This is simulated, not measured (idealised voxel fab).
process module | voxel capacitor over wiring
Section cut is 280 nm wide and gridded with 5 nm square cells.
A cross-section is a grid of square cells, given in bands from the top down. A band is one or more rows of cells. Band: top height; bottom height; in nm. Then, left to right: material with width in nm, for each material. "full width": a single material spanning edge to edge. "blank": empty space. Height reference: 0 = level under which incoming wafer is all one material. Lowest band: no bottom, runs on downward, e.g. "0..down". You'd read "30..40" like this: the band's top row of cells is as wide as the first number, its bottom row is as wide as the second, and going down, every row changes width by the same amount as the row before did. You'll sometimes find "no change occurred" written for a step, and that's the way of saying that nowhere in the cross-section did a cell change during that step. The label "Tabulated closed voids" introduces a list of the empty spaces, 8 cells or larger, that have no open way up to the top; each entry in it reads width x height at distance, where the distance is taken from the left edge and all three are stated in nm. Heads up: the bit after the settings on a step's line is the simulator's remark on that step. Each step line may optionally specify "overlay nm", which for a step with a mask gives the rightward distance between the mask's planned place and where it lay, a negative value indicating the leftward direction.
**Listed below are the process steps as planned**
step 1: RECEIVE with material Si
step 2: CONFORMAL_DEP with material SiO2, thk nm 10
step 3: DIRECTIONAL_DEP with material TiN, thk nm 5
step 4: DIRECTIONAL_DEP with material Ru, thk nm 15
step 5: PATTERN with tone cover, mask id METAL_1, material resist, width nm 25, pitch nm 80, thk nm 20, overlay nm 0
step 6: DIRECTIONAL_ETCH with etch materials Ru, depth nm 15
step 7: DIRECTIONAL_ETCH with etch materials TiN, depth nm 5
step 8: STRIP with etch materials resist
step 9: CONFORMAL_DEP with material SiN, thk nm 5
step 10: FILL_DEP with material SiO2, thk nm 10
step 11: CMP with height nm 30
step 12: CONFORMAL_DEP with material SiCN, thk nm 5
step 13: DIRECTIONAL_DEP with material lowk, thk nm 10
step 14: DIRECTIONAL_DEP with material aC, thk nm 15
step 15: PATTERN with tone open, mask id PLUG_1, material resist, width nm 15, thk nm 35, overlay nm 0
step 16: DIRECTIONAL_ETCH with etch materials aC, depth nm 15
step 17: STRIP with etch materials resist
step 18: DIRECTIONAL_ETCH with etch materials lowk, depth nm 10
step 19: DIRECTIONAL_ETCH with etch materials SiCN, depth nm 5
step 20: STRIP with etch materials aC
step 21: CONFORMAL_DEP with material TiN, thk nm 5
step 22: FILL_DEP with material W, thk nm 10
step 23: CMP with height nm 45
step 24: DIRECTIONAL_DEP with material TiN, thk nm 10
step 25: DIRECTIONAL_DEP with material Al2O3, thk nm 5
step 26: DIRECTIONAL_DEP with material TiN, thk nm 10
step 27: PATTERN with tone cover, mask id UPPER_PLATE, material resist, width nm 60, thk nm 15, overlay nm 0
step 28: DIRECTIONAL_ETCH with etch materials TiN, depth nm 10
step 29: DIRECTIONAL_ETCH with etch materials Al2O3, depth nm 5
step 30: STRIP with etch materials resist
step 31: MASKED_ETCH with tone cover, mask id LOWER_PLATE, width nm 70, etch materials TiN, depth nm 10, overlay nm 0
step 32: FILL_DEP with material SiO2, thk nm 20
step 33: CMP with height nm 85
step 34: PATTERN with tone open, mask id PLUG_2, material resist, width nm 15, thk nm 15, overlay nm 0
step 35: DIRECTIONAL_ETCH with etch materials SiO2, depth nm 15
step 36: STRIP with etch materials resist
step 37: CONFORMAL_DEP with material TiN, thk nm 5
step 38: FILL_DEP with material Ru, thk nm 10
step 39: CMP with height nm 85
step 40: CONFORMAL_DEP with material SiCN, thk nm 5
**On the first of the two wafers: run conducted according to plan**
**As received (post step 1): cross-section**
* 0..down: Si full width
* Tabulated closed voids: none
**Step 2 done - wafer cross-section**
* 10..0: SiO2 full width
* Below 0, the layers are the same as they were.
**Step 3 done - wafer cross-section**
* 15..10: TiN full width
* Below 10, the layers are the same as they were.
**Step 4 done - wafer cross-section**
* 30..15: Ru full width
* Below 15, the layers are the same as they were.
**Step 5 done - wafer cross-section**
* 50..30: 85 of blank; 25 of resist; 55 of blank; 25 of resist; 90 of blank
* Below 30, the layers are the same as they were.
**Step 6 done - wafer cross-section**
* 50..30: 85 of blank; 25 of resist; 55 of blank; 25 of resist; 90 of blank
* 30..15: 85 of blank; 25 of Ru; 55 of blank; 25 of Ru; 90 of blank
* Below 15, the layers are the same as they were.
**Step 7 done - wafer cross-section**
* 50..30: 85 of blank; 25 of resist; 55 of blank; 25 of resist; 90 of blank
* 30..15: 85 of blank; 25 of Ru; 55 of blank; 25 of Ru; 90 of blank
* 15..10: 85 of blank; 25 of TiN; 55 of blank; 25 of TiN; 90 of blank
* Below 10, the layers are the same as they were.
**Step 8 done - wafer cross-section**
* 30..15: 85 of blank; 25 of Ru; 55 of blank; 25 of Ru; 90 of blank
* Below 15, the layers are the same as they were.
**Step 9 done - wafer cross-section**
* 35..30: 80 of blank; 35 of SiN; 45 of blank; 35 of SiN; 85 of blank
* 30..15: 80 of blank; 5 of SiN; 25 of Ru; 5 of SiN; 45 of blank; 5 of SiN; 25 of Ru; 5 of SiN; 85 of blank
* 15..10: 85 of SiN; 25 of TiN; 55 of SiN; 25 of TiN; 90 of SiN
* Below 10, the layers are the same as they were.
**Step 10 done - wafer cross-section**
* 45..35: SiO2 full width
* 35..30: 80 of SiO2; 35 of SiN; 45 of SiO2; 35 of SiN; 85 of SiO2
* 30..15: 80 of SiO2; 5 of SiN; 25 of Ru; 5 of SiN; 45 of SiO2; 5 of SiN; 25 of Ru; 5 of SiN; 85 of SiO2
* Below 15, the layers are the same as they were.
**Step 11 done - wafer cross-section**
* 30..15: 80 of SiO2; 5 of SiN; 25 of Ru; 5 of SiN; 45 of SiO2; 5 of SiN; 25 of Ru; 5 of SiN; 85 of SiO2
* Below 15, the layers are the same as they were.
**Step 12 done - wafer cross-section**
* 35..30: SiCN full width
* Below 30, the layers are the same as they were.
**Step 13 done - wafer cross-section**
* 45..35: lowk full width
* Below 35, the layers are the same as they were.
**Step 14 done - wafer cross-section**
* 60..45: aC full width
* Below 45, the layers are the same as they were.
**Step 15 done - wafer cross-section**
* 95..60: 95 of resist; 15 of blank; 170 of resist
* Below 60, the layers are the same as they were.
**Step 16 done - wafer cross-section**
* 80..60: 95 of resist; 15 of blank; 170 of resist
* 60..45: 95 of aC; 15 of blank; 170 of aC
* Below 45, the layers are the same as they were.
**Step 17 done - wafer cross-section**
* 60..45: 95 of aC; 15 of blank; 170 of aC
* Below 45, the layers are the same as they were.
**Step 18 done - wafer cross-section**
* 60..45: 95 of aC; 15 of blank; 170 of aC
* 45..35: 95 of lowk; 15 of blank; 170 of lowk
* Below 35, the layers are the same as they were.
**Step 19 done - wafer cross-section**
* 60..45: 95 of aC; 15 of blank; 170 of aC
* 45..35: 95 of lowk; 15 of blank; 170 of lowk
* 35..30: 95 of SiCN; 15 of blank; 170 of SiCN
* Below 30, the layers are the same as they were.
**Step 20 done - wafer cross-section**
* 45..35: 95 of lowk; 15 of blank; 170 of lowk
* Below 35, the layers are the same as they were.
**Step 21 done - wafer cross-section**
* 50..45: 100 of TiN; 5 of blank; 175 of TiN
* 45..35: 95 of lowk; 5 of TiN; 5 of blank; 5 of TiN; 170 of lowk
* 35..30: 95 of SiCN; 15 of TiN; 170 of SiCN
* Below 30, the layers are the same as they were.
**Step 22 done - wafer cross-section**
* 60..50: W full width
* 50..45: 100 of TiN; 5 of W; 175 of TiN
* 45..35: 95 of lowk; 5 of TiN; 5 of W; 5 of TiN; 170 of lowk
* Below 35, the layers are the same as they were.
**Step 23 done - wafer cross-section**
* 45..35: 95 of lowk; 5 of TiN; 5 of W; 5 of TiN; 170 of lowk
* Below 35, the layers are the same as they were.
**Step 24 done - wafer cross-section**
* 55..45: TiN full width
* Below 45, the layers are the same as they were.
**Step 25 done - wafer cross-section**
* 60..55: Al2O3 full width
* Below 55, the layers are the same as they were.
**Step 26 done - wafer cross-section**
* 70..60: TiN full width
* Below 60, the layers are the same as they were.
**Step 27 done - wafer cross-section**
* 85..70: 95 of blank; 60 of resist; 125 of blank
* Below 70, the layers are the same as they were.
**Step 28 done - wafer cross-section**
* 85..70: 95 of blank; 60 of resist; 125 of blank
* 70..60: 95 of blank; 60 of TiN; 125 of blank
* Below 60, the layers are the same as they were.
**Step 29 done - wafer cross-section**
* 85..70: 95 of blank; 60 of resist; 125 of blank
* 70..60: 95 of blank; 60 of TiN; 125 of blank
* 60..55: 95 of blank; 60 of Al2O3; 125 of blank
* Below 55, the layers are the same as they were.
**Step 30 done - wafer cross-section**
* 70..60: 95 of blank; 60 of TiN; 125 of blank
* Below 60, the layers are the same as they were.
**Step 31 done - wafer cross-section**
* 70..60: 95 of blank; 60 of TiN; 125 of blank
* 60..55: 95 of blank; 60 of Al2O3; 125 of blank
* 55..45: 90 of blank; 70 of TiN; 120 of blank
* Below 45, the layers are the same as they were.
**Step 32 done - wafer cross-section**
* 90..70: SiO2 full width
* 70..60: 95 of SiO2; 60 of TiN; 125 of SiO2
* 60..55: 95 of SiO2; 60 of Al2O3; 125 of SiO2
* 55..45: 90 of SiO2; 70 of TiN; 120 of SiO2
* Below 45, the layers are the same as they were.
**Step 33 done - wafer cross-section**
* 85..70: SiO2 full width
* Below 70, the layers are the same as they were.
**Step 34 done - wafer cross-section**
* 100..85: 105 of resist; 15 of blank; 160 of resist
* Below 85, the layers are the same as they were.
**Step 35 done - wafer cross-section**
* 100..85: 105 of resist; 15 of blank; 160 of resist
* 85..70: 105 of SiO2; 15 of blank; 160 of SiO2
* Below 70, the layers are the same as they were.
**Step 36 done - wafer cross-section**
* 85..70: 105 of SiO2; 15 of blank; 160 of SiO2
* Below 70, the layers are the same as they were.
**Step 37 done - wafer cross-section**
* 90..85: 110 of TiN; 5 of blank; 165 of TiN
* 85..75: 105 of SiO2; 5 of TiN; 5 of blank; 5 of TiN; 160 of SiO2
* 75..70: 105 of SiO2; 15 of TiN; 160 of SiO2
* Below 70, the layers are the same as they were.
**Step 38 done - wafer cross-section**
* 100..90: Ru full width
* 90..85: 110 of TiN; 5 of Ru; 165 of TiN
* 85..75: 105 of SiO2; 5 of TiN; 5 of Ru; 5 of TiN; 160 of SiO2
* Below 75, the layers are the same as they were.
**Step 39 done - wafer cross-section**
* 85..75: 105 of SiO2; 5 of TiN; 5 of Ru; 5 of TiN; 160 of SiO2
* Below 75, the layers are the same as they were.
**Step 40 done - wafer cross-section**
* 90..85: SiCN full width
* Below 85, the layers are the same as they were.
**Wafer two. Identical start, identical plan. One mistake in execution. Identical history through step 4**
**Second wafer: cross-section at the scheduled end of step 5**
* 50..30: 90 of blank; 20 of resist; 60 of blank; 20 of resist; 90 of blank
* Below 30, the layers are the same as they were.
**Second wafer: cross-section at the scheduled end of step 6**
* 50..30: 90 of blank; 20 of resist; 60 of blank; 20 of resist; 90 of blank
* 30..15: 90 of blank; 20 of Ru; 60 of blank; 20 of Ru; 90 of blank
* Below 15, the layers are the same as they were.
**Second wafer: cross-section at the scheduled end of step 7**
* 50..30: 90 of blank; 20 of resist; 60 of blank; 20 of resist; 90 of blank
* 30..15: 90 of blank; 20 of Ru; 60 of blank; 20 of Ru; 90 of blank
* 15..10: 90 of blank; 20 of TiN; 60 of blank; 20 of TiN; 90 of blank
* Below 10, the layers are the same as they were.
**Second wafer: cross-section at the scheduled end of step 8**
* 30..15: 90 of blank; 20 of Ru; 60 of blank; 20 of Ru; 90 of blank
* Below 15, the layers are the same as they were.
**Second wafer: cross-section at the scheduled end of step 9**
* 35..30: 85 of blank; 30 of SiN; 50 of blank; 30 of SiN; 85 of blank
* 30..15: 85 of blank; 5 of SiN; 20 of Ru; 5 of SiN; 50 of blank; 5 of SiN; 20 of Ru; 5 of SiN; 85 of blank
* 15..10: 90 of SiN; 20 of TiN; 60 of SiN; 20 of TiN; 90 of SiN
* Below 10, the layers are the same as they were.
**Second wafer: cross-section at the scheduled end of step 10**
* 45..35: SiO2 full width
* 35..30: 85 of SiO2; 30 of SiN; 50 of SiO2; 30 of SiN; 85 of SiO2
* 30..15: 85 of SiO2; 5 of SiN; 20 of Ru; 5 of SiN; 50 of SiO2; 5 of SiN; 20 of Ru; 5 of SiN; 85 of SiO2
* Below 15, the layers are the same as they were.
**Second wafer: cross-section at the scheduled end of step 11**
* 30..15: 85 of SiO2; 5 of SiN; 20 of Ru; 5 of SiN; 50 of SiO2; 5 of SiN; 20 of Ru; 5 of SiN; 85 of SiO2
* Below 15, the layers are the same as they were.
**Second wafer: cross-section at the scheduled end of step 12**
* 35..30: SiCN full width
* Below 30, the layers are the same as they were.
**Second wafer: cross-section at the scheduled end of step 13**
* 45..35: lowk full width
* Below 35, the layers are the same as they were.
**Second wafer: cross-section at the scheduled end of step 14**
* 60..45: aC full width
* Below 45, the layers are the same as they were.
**Second wafer: cross-section at the scheduled end of step 15**
* 95..60: 95 of resist; 15 of blank; 170 of resist
* Below 60, the layers are the same as they were.
**Second wafer: cross-section at the scheduled end of step 16**
* 80..60: 95 of resist; 15 of blank; 170 of resist
* 60..45: 95 of aC; 15 of blank; 170 of aC
* Below 45, the layers are the same as they were.
**Second wafer: cross-section at the scheduled end of step 17**
* 60..45: 95 of aC; 15 of blank; 170 of aC
* Below 45, the layers are the same as they were.
**Second wafer: cross-section at the scheduled end of step 18**
* 60..45: 95 of aC; 15 of blank; 170 of aC
* 45..35: 95 of lowk; 15 of blank; 170 of lowk
* Below 35, the layers are the same as they were.
**Second wafer: cross-section at the scheduled end of step 19**
* 60..45: 95 of aC; 15 of blank; 170 of aC
* 45..35: 95 of lowk; 15 of blank; 170 of lowk
* 35..30: 95 of SiCN; 15 of blank; 170 of SiCN
* Below 30, the layers are the same as they were.
**Second wafer: cross-section at the scheduled end of step 20**
* 45..35: 95 of lowk; 15 of blank; 170 of lowk
* Below 35, the layers are the same as they were.
**Second wafer: cross-section at the scheduled end of step 21**
* 50..45: 100 of TiN; 5 of blank; 175 of TiN
* 45..35: 95 of lowk; 5 of TiN; 5 of blank; 5 of TiN; 170 of lowk
* 35..30: 95 of SiCN; 15 of TiN; 170 of SiCN
* Below 30, the layers are the same as they were.
**Second wafer: cross-section at the scheduled end of step 22**
* 60..50: W full width
* 50..45: 100 of TiN; 5 of W; 175 of TiN
* 45..35: 95 of lowk; 5 of TiN; 5 of W; 5 of TiN; 170 of lowk
* Below 35, the layers are the same as they were.
**Second wafer: cross-section at the scheduled end of step 23**
* 45..35: 95 of lowk; 5 of TiN; 5 of W; 5 of TiN; 170 of lowk
* Below 35, the layers are the same as they were.
**Second wafer: cross-section at the scheduled end of step 24**
* 55..45: TiN full width
* Below 45, the layers are the same as they were.
**Second wafer: cross-section at the scheduled end of step 25**
* 60..55: Al2O3 full width
* Below 55, the layers are the same as they were.
**Second wafer: cross-section at the scheduled end of step 26**
* 70..60: TiN full width
* Below 60, the layers are the same as they were.
**Second wafer: cross-section at the scheduled end of step 27**
* 85..70: 95 of blank; 60 of resist; 125 of blank
* Below 70, the layers are the same as they were.
**Second wafer: cross-section at the scheduled end of step 28**
* 85..70: 95 of blank; 60 of resist; 125 of blank
* 70..60: 95 of blank; 60 of TiN; 125 of blank
* Below 60, the layers are the same as they were.
**Second wafer: cross-section at the scheduled end of step 29**
* 85..70: 95 of blank; 60 of resist; 125 of blank
* 70..60: 95 of blank; 60 of TiN; 125 of blank
* 60..55: 95 of blank; 60 of Al2O3; 125 of blank
* Below 55, the layers are the same as they were.
**Second wafer: cross-section at the scheduled end of step 30**
* 70..60: 95 of blank; 60 of TiN; 125 of blank
* Below 60, the layers are the same as they were.
**Second wafer: cross-section at the scheduled end of step 31**
* 70..60: 95 of blank; 60 of TiN; 125 of blank
* 60..55: 95 of blank; 60 of Al2O3; 125 of blank
* 55..45: 90 of blank; 70 of TiN; 120 of blank
* Below 45, the layers are the same as they were.
**Second wafer: cross-section at the scheduled end of step 32**
* 90..70: SiO2 full width
* 70..60: 95 of SiO2; 60 of TiN; 125 of SiO2
* 60..55: 95 of SiO2; 60 of Al2O3; 125 of SiO2
* 55..45: 90 of SiO2; 70 of TiN; 120 of SiO2
* Below 45, the layers are the same as they were.
**Second wafer: cross-section at the scheduled end of step 33**
* 85..70: SiO2 full width
* Below 70, the layers are the same as they were.
**Second wafer: cross-section at the scheduled end of step 34**
* 100..85: 105 of resist; 15 of blank; 160 of resist
* Below 85, the layers are the same as they were.
**Second wafer: cross-section at the scheduled end of step 35**
* 100..85: 105 of resist; 15 of blank; 160 of resist
* 85..70: 105 of SiO2; 15 of blank; 160 of SiO2
* Below 70, the layers are the same as they were.
**Second wafer: cross-section at the scheduled end of step 36**
* 85..70: 105 of SiO2; 15 of blank; 160 of SiO2
* Below 70, the layers are the same as they were.
**Second wafer: cross-section at the scheduled end of step 37**
* 90..85: 110 of TiN; 5 of blank; 165 of TiN
* 85..75: 105 of SiO2; 5 of TiN; 5 of blank; 5 of TiN; 160 of SiO2
* 75..70: 105 of SiO2; 15 of TiN; 160 of SiO2
* Below 70, the layers are the same as they were.
**Second wafer: cross-section at the scheduled end of step 38**
* 100..90: Ru full width
* 90..85: 110 of TiN; 5 of Ru; 165 of TiN
* 85..75: 105 of SiO2; 5 of TiN; 5 of Ru; 5 of TiN; 160 of SiO2
* Below 75, the layers are the same as they were.
**Second wafer: cross-section at the scheduled end of step 39**
* 85..75: 105 of SiO2; 5 of TiN; 5 of Ru; 5 of TiN; 160 of SiO2
* Below 75, the layers are the same as they were.
**Second wafer: cross-section at the scheduled end of step 40**
* 90..85: SiCN full width
* Below 85, the layers are the same as they were.
Nonconformance to the process plan: for step 5, the planned setting was not used; the step was instead run as PATTERN with tone cover, mask id METAL_1, material resist, width nm 20, pitch nm 80, thk nm 20, overlay nm 0
Once processing is complete, comparing cell counts shows that the second wafer has more or fewer of certain materials than the first: Ru -6 | SiN +2 | SiO2 +6 | TiN -2
